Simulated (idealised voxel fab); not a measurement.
process module | voxel wiring stack
Cross-sectional view cut (width: 235 nm; square cell size: 5 nm).
Throughout this document, each cross-section is represented as a grid of square cells and is presented as a sequence of bands enumerated from the top downward, where a band comprises one or more rows of cells.
Band entry format. Leading values: height of top, height of bottom, nm. Remainder: materials in left-to-right order, each with its width in nm. Special words: "throughout" on a single material, which then fills the band edge to edge; "empty", empty space.
The reference from which all heights are counted is 0, the level beneath which the as-received wafer is entirely one material; the lowest band, having no lower bound, proceeds downward and is written after the example "0 and below".
So if you see something like "30->40" for the width, read it as the top row of the band sitting at the first number and the bottom row at the second, with every row in between moving by the same amount as the last.
A step reported as "no alteration" is a step in which no cell of the cross-section changed.
Under "Enclosed void inventory" you'll find the enclosed gaps, the ones with no way out to the top, that are 8 cells or bigger; each reads width x height at distance, with distance counted from the left edge, everything in nm.
Heads up: the bit after the settings on a step's line is the simulator's remark on that step.
For masked steps, "overlay nm" on the step line gives how far right of plan the mask actually lay; a minus sign means it lay to the left.

Process steps (planned):
1) RECEIVE [material Si]
2) CONFORMAL_DEP [material SiO2] [thk nm 15]
3) DIRECTIONAL_DEP [material TiN] [thk nm 5]
4) DIRECTIONAL_DEP [material W] [thk nm 15]
5) PATTERN [tone cover] [mask id METAL_1] [material resist] [width nm 25] [pitch nm 55] [thk nm 20] [overlay nm 0]
6) DIRECTIONAL_ETCH [etch materials W] [depth nm 15]
7) DIRECTIONAL_ETCH [etch materials TiN] [depth nm 5]
8) STRIP [etch materials resist]
9) CONFORMAL_DEP [material SiN] [thk nm 5]
10) FILL_DEP [material lowk] [thk nm 10]
11) CMP [height nm 35]
12) CONFORMAL_DEP [material SiCN] [thk nm 5]
13) DIRECTIONAL_DEP [material SiO2] [thk nm 20]
14) DIRECTIONAL_DEP [material aC] [thk nm 10]
15) PATTERN [tone open] [mask id PLUG_1] [material resist] [width nm 15] [pitch nm 110] [thk nm 30] [overlay nm 0]
16) DIRECTIONAL_ETCH [etch materials aC] [depth nm 10]
17) STRIP [etch materials resist]
18) DIRECTIONAL_ETCH [etch materials SiO2] [depth nm 20]
19) DIRECTIONAL_ETCH [etch materials SiCN] [depth nm 5]
20) STRIP [etch materials aC]
21) CONFORMAL_DEP [material TiN] [thk nm 5]
22) FILL_DEP [material Ru] [thk nm 5]
23) CMP [height nm 60]
24) DIRECTIONAL_DEP [material TiN] [thk nm 5]
25) DIRECTIONAL_DEP [material Ru] [thk nm 25]
26) PATTERN [tone cover] [mask id METAL_2] [material resist] [width nm 25] [pitch nm 55] [thk nm 20] [overlay nm 0]
27) DIRECTIONAL_ETCH [etch materials Ru] [depth nm 25]
28) DIRECTIONAL_ETCH [etch materials TiN] [depth nm 5]
29) STRIP [etch materials resist]
30) FILL_DEP [material SiO2] [thk nm 5]
31) CMP [height nm 90]
32) CONFORMAL_DEP [material SiCN] [thk nm 5]
33) DIRECTIONAL_DEP [material lowk] [thk nm 25]
34) MASKED_ETCH [tone open] [mask id METAL_3_HOLES] [width nm 15] [pitch nm 110] [etch materials lowk] [depth nm 25] [overlay nm 0]
35) PATTERN [tone open] [mask id METAL_3] [material resist] [width nm 25] [pitch nm 55] [thk nm 20] [overlay nm 0]
36) DIRECTIONAL_ETCH [etch materials lowk] [depth nm 15]
37) DIRECTIONAL_ETCH [etch materials SiCN] [depth nm 5]
38) STRIP [etch materials resist]
39) CONFORMAL_DEP [material TiN] [thk nm 5]
40) FILL_DEP [material Cu] [thk nm 10]
41) CMP [height nm 120]
42) CONFORMAL_DEP [material SiCN] [thk nm 5]
43) DIRECTIONAL_DEP [material SiO2] [thk nm 15]
44) PATTERN [tone open] [mask id PLUG_3] [material resist] [width nm 15] [pitch nm 55] [thk nm 20] [overlay nm 0]
45) DIRECTIONAL_ETCH [etch materials SiO2] [depth nm 15]
46) DIRECTIONAL_ETCH [etch materials SiCN] [depth nm 5]
47) STRIP [etch materials resist]
48) EPI [material Ru] [thk nm 10]
49) EPI [material Ru] [thk nm 10]
50) CONFORMAL_DEP [material SiCN] [thk nm 5]
51) DIRECTIONAL_DEP [material lowk] [thk nm 15]
52) MASKED_ETCH [tone open] [mask id METAL_4] [width nm 25] [pitch nm 55] [etch materials lowk] [depth nm 15] [overlay nm 0]
53) MASKED_ETCH [tone open] [mask id METAL_4] [width nm 25] [pitch nm 55] [etch materials SiCN] [depth nm 5] [overlay nm 0]
54) CONFORMAL_DEP [material TiN] [thk nm 5]
55) FILL_DEP [material Cu] [thk nm 10]
56) CMP [height nm 160]
57) EPI [material Ru] [thk nm 5]
58) FILL_DEP [material SiCN] [thk nm 5]

Delivered wafer in cross-section: state after step 1:
* 0 and below  Si throughout
* Enclosed void inventory: none

Starting wafer: above. Plan: above. Run: one mistake. Cross-section after the module: below:
* 170 down to 165  SiCN throughout
* 165 down to 160  SiCN: 15, Ru: 35, SiCN: 20, Ru: 35, SiCN: 20, Ru: 35, SiCN: 20, Ru: 35, SiCN: 20
* 160 down to 145  lowk: 20, TiN: 5, Cu: 15, TiN: 5, lowk: 30, TiN: 5, Cu: 15, TiN: 5, lowk: 30, TiN: 5, Cu: 15, TiN: 5, lowk: 30, TiN: 5, Cu: 15, TiN: 5, lowk: 25
* 145 down to 140  SiCN: 20, TiN: 25, SiCN: 30, TiN: 25, SiCN: 30, TiN: 25, SiCN: 30, TiN: 25, SiCN: 25
* 140 down to 125  SiO2: 20, Ru: 15, SiO2: 40, Ru: 15, SiO2: 40, Ru: 15, SiO2: 40, Ru: 15, SiO2: 35
* 125 down to 120  SiCN: 20, Ru: 15, SiCN: 40, Ru: 15, SiCN: 40, Ru: 15, SiCN: 40, Ru: 15, SiCN: 35
* 120 down to 110  lowk: 20, TiN: 5, Cu: 15, TiN: 5, lowk: 30, TiN: 5, Cu: 15, TiN: 5, lowk: 30, TiN: 5, Cu: 15, TiN: 5, lowk: 30, TiN: 5, Cu: 15, TiN: 5, lowk: 25
* 110 down to 105  lowk: 20, TiN: 5, Cu: 5, TiN: 15, lowk: 30, TiN: 25, lowk: 30, TiN: 5, Cu: 5, TiN: 15, lowk: 30, TiN: 25, lowk: 25
* 105 down to 100  lowk: 20, TiN: 5, Cu: 5, TiN: 5, lowk: 95, TiN: 5, Cu: 5, TiN: 5, lowk: 90
* 100 down to 95  lowk: 20, TiN: 15, lowk: 95, TiN: 15, lowk: 90
* 95 down to 90  W throughout
* 90 down to 65  SiO2: 20, Ru: 25, SiO2: 30, Ru: 25, SiO2: 30, Ru: 25, SiO2: 30, Ru: 25, SiO2: 25
* 65 down to 60  SiO2: 20, TiN: 25, SiO2: 30, TiN: 25, SiO2: 30, TiN: 25, SiO2: 30, TiN: 25, SiO2: 25
* 60 down to 40  SiO2: 20, TiN: 5, Ru: 5, TiN: 5, SiO2: 95, TiN: 5, Ru: 5, TiN: 5, SiO2: 90
* 40 down to 35  SiCN: 20, TiN: 15, SiCN: 95, TiN: 15, SiCN: 90
* 35 down to 20  lowk: 15, SiN: 5, W: 25, SiN: 5, lowk: 20, SiN: 5, W: 25, SiN: 5, lowk: 20, SiN: 5, W: 25, SiN: 5, lowk: 20, SiN: 5, W: 25, SiN: 5, lowk: 20
* 20 down to 15  SiN: 20, TiN: 25, SiN: 30, TiN: 25, SiN: 30, TiN: 25, SiN: 30, TiN: 25, SiN: 25
* 15 down to 0  SiO2 throughout
* 0 and below  Si throughout
* Enclosed void inventory: none
Diagnosis: step 32 off recipe, ran as CONFORMAL_DEP [material W] [thk nm 5]
